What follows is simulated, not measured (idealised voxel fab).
A process module follows: voxel transistor to metal.
FYI the section here is cut, 205 nm wide, cells are 5 nm squares.
Bands, listed from the top down, are how a cross-section gets written in this document; the cross-section itself is a grid of square cells, and a band is one or more rows of them.
The band entry comprises the height of the band's top followed by the height of its bottom, expressed in nm, and subsequently the band's materials from left to right, each stated together with its width in nm. Where a single material is marked with the word "everywhere", that material fills the band from edge to edge. The word "air" represents empty space.
Beneath 0, the wafer as received is one material, and that level is where height counting begins. The lowest band goes on downward without a bottom; it is written like "0 down".
Width: "30 to 40" (first number = top row, second number = bottom row, same change from row to row of cells).
A step reported as "remains unaltered" is a step in which no cell of the cross-section changed.
"Completely enclosed voids" specifies each empty space that is not open to the top and that occupies no fewer than 8 cells, using the form width x height at distance, the distance measured from the left edge and all three quantities in nm.
Where a step's line continues beyond its settings, the continuation is a remark by the simulator itself on that step.
"overlay nm", when on a step's line for a step with a mask, measures how far to the right of its planned place the mask lay; a negative measure means to the left.

-- Here's what the planned process steps look like
1 RECEIVE with material Si
2 OXIDIZE with depth nm 5
3 CONFORMAL_DEP with material SiN, thk nm 10
4 MASKED_ETCH with tone cover, mask id ACTIVE, width nm 95, etch materials SiN, depth nm 10, overlay nm 0
5 MASKED_ETCH with tone cover, mask id ACTIVE, width nm 95, etch materials SiO2, depth nm 5, overlay nm 0
6 MASKED_ETCH with tone cover, mask id ACTIVE, width nm 95, etch materials Si, depth nm 30, overlay nm 0
7 OXIDIZE with depth nm 5
8 FILL_DEP with material SiO2, thk nm 5
9 CMP with height nm 10
10 SELECTIVE_ETCH with etch materials SiO2, depth nm 5
11 STRIP with etch materials SiN
12 SELECTIVE_ETCH with etch materials SiO2, depth nm 5
13 OXIDIZE with depth nm 5
14 DIRECTIONAL_DEP with material polySi, thk nm 20
15 DIRECTIONAL_DEP with material SiCN, thk nm 10
16 MASKED_ETCH with tone cover, mask id GATE, width nm 25, etch materials SiCN, depth nm 20, overlay nm 0
17 MASKED_ETCH with tone cover, mask id GATE, width nm 25, etch materials polySi, depth nm 30, overlay nm 0
18 CONFORMAL_DEP with material SiO2, thk nm 5
19 DIRECTIONAL_ETCH with etch materials SiO2, depth nm 5
20 CONFORMAL_DEP with material SiN, thk nm 5
21 DIRECTIONAL_ETCH with etch materials SiN, depth nm 5
22 DIRECTIONAL_ETCH with etch materials SiO2, depth nm 5
23 EPI with material pSi, thk nm 5
24 FILL_DEP with material SiO2, thk nm 10
25 CMP with height nm 25
26 DIRECTIONAL_DEP with material SiO2, thk nm 10
27 DIRECTIONAL_DEP with material aC, thk nm 15
28 PATTERN with tone open, mask id CONTACT, material resist, width nm 15, pitch nm 70, thk nm 35, overlay nm 0
29 DIRECTIONAL_ETCH with etch materials aC, depth nm 15
30 STRIP with etch materials resist
31 DIRECTIONAL_ETCH with etch materials SiO2, depth nm 40
32 STRIP with etch materials aC
33 CONFORMAL_DEP with material TiN, thk nm 5
34 FILL_DEP with material W, thk nm 10
35 CMP with height nm 35
36 CONFORMAL_DEP with material SiCN, thk nm 5
37 DIRECTIONAL_DEP with material lowk, thk nm 20
38 MASKED_ETCH with tone open, mask id METAL_1, width nm 15, pitch nm 70, etch materials lowk, depth nm 20, overlay nm 0
39 MASKED_ETCH with tone open, mask id METAL_1, width nm 15, pitch nm 70, etch materials SiCN, depth nm 5, overlay nm 0
40 CONFORMAL_DEP with material TiN, thk nm 5
41 FILL_DEP with material Cu, thk nm 10
42 CMP with height nm 60
43 CONFORMAL_DEP with material SiN, thk nm 5

-- Cross-section of the wafer at receipt, which is the condition after step 1
  0 down  Si everywhere
  Completely enclosed voids: none

-- Cross-section at module end, one run error; start and plan unchanged from above
  65 to 60  SiN everywhere
  60 to 40  lowk (60), then TiN (5), then Cu (5), then TiN (5), then lowk (55), then TiN (5), then Cu (5), then TiN (5), then lowk (60)
  40 to 35  SiCN (60), then TiN (15), then SiCN (55), then TiN (15), then SiCN (60)
  35 to 30  W (55), then TiN (5), then SiO2 (15), then TiN (5), then W (45), then TiN (5), then SiO2 (15), then TiN (5), then W (55)
  30 to 25  W (55), then TiN (5), then SiO2 (15), then TiN (55), then SiO2 (15), then TiN (5), then W (55)
  25 to 15  W (55), then TiN (5), then SiO2 (15), then TiN (5), then SiN (5), then TiN (5), then SiCN (25), then TiN (5), then SiN (5), then TiN (5), then SiO2 (15), then TiN (5), then W (55)
  15 to 5  W (55), then TiN (5), then SiO2 (15), then TiN (5), then SiN (5), then TiN (5), then polySi (25), then TiN (5), then SiN (5), then TiN (5), then SiO2 (15), then TiN (5), then W (55)
  5 to 0  W (50), then TiN (10), then SiO2 (15), then TiN (5), then SiN (5), then TiN (5), then polySi (25), then TiN (5), then SiN (5), then TiN (5), then SiO2 (15), then TiN (10), then W (50)
  0 to -5  TiN (55), then SiN (5), then SiO2 (15), then TiN (5), then SiN (5), then TiN (5), then polySi (25), then TiN (5), then SiN (5), then TiN (5), then SiO2 (15), then SiN (5), then TiN (55)
  -5 to -10  SiO2 (60), then pSi (20), then SiO2 (45), then pSi (20), then SiO2 (60)
  -10 to -40  SiO2 (60), then Si (85), then SiO2 (60)
  -40 down  Si everywhere
  Completely enclosed voids: none
Which mistake was made when the wafer was run? step 28 ran as: PATTERN with tone cover, mask id CONTACT, material resist, width nm 15, pitch nm 70, thk nm 35, overlay nm 0
